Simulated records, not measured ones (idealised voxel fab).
process module | voxel released beams
cross-section cut | 290 nm wide | cells 5 nm
A cross-section is a grid of square cells, given in bands from the top down. A band is one or more rows of cells.
Each band's line starts with the height of the band's top and of its bottom, in nm. Then come its materials from left to right, each with its width in nm. One material with "throughout" fills the band from edge to edge. "air" is empty space.
Height 0 is the level under which the wafer as received is all one material. The lowest band goes on downwards, as in "0 down".
A width such as "30 to 40" changes by the same amount from each row of cells to the next, from the band's top row to its bottom row.
"no change" after a step means that no cell of the cross-section changed.
closed voids: empty space of 8 cells or more with no open way to the top, each as width x height at its distance from the left edge, in nm
after a step's settings: what the simulator itself notes on the step
overlay nm, on a step with a mask: how far to the right of its planned place the mask lay; to the left if negative
plan
1 op RECEIVE | material Si
2 op CONFORMAL_DEP | material Al2O3 | thk nm 5
3 op DIRECTIONAL_DEP | material SiO2 | thk nm 10
4 op PATTERN | tone open | mask id ANCHOR | material resist | width nm 35 | thk nm 20 | overlay nm 0
5 op DIRECTIONAL_ETCH | etch materials SiO2 | depth nm 10
6 op STRIP | etch materials resist
7 op CONFORMAL_DEP | material SiN | thk nm 10
8 op PATTERN | tone cover | mask id BEAM | material resist | width nm 80 | thk nm 20 | overlay nm 0
9 op DIRECTIONAL_ETCH | etch materials SiN | depth nm 10
10 op STRIP | etch materials resist
11 op STRIP | etch materials SiO2
varied across the wafers: width nm of step 8. The plan shows the first wafer's value. All wafers start alike
first wafer as received, after step 1
  0 down: Si throughout
  closed voids: none
each wafer at the end: cells of each material gained (+) or lost (-) since it was received, then its closed voids
width nm 80 | +58 Al2O3 | +40 SiN | closed voids: none
width nm 85 | +58 Al2O3 | +42 SiN | closed voids: none
width nm 90 | +58 Al2O3 | +44 SiN | closed voids: none
width nm 95 | +58 Al2O3 | +46 SiN | closed voids: none
width nm 100 | +58 Al2O3 | +48 SiN | closed voids: none
width nm 105 | +58 Al2O3 | +50 SiN | closed voids: none
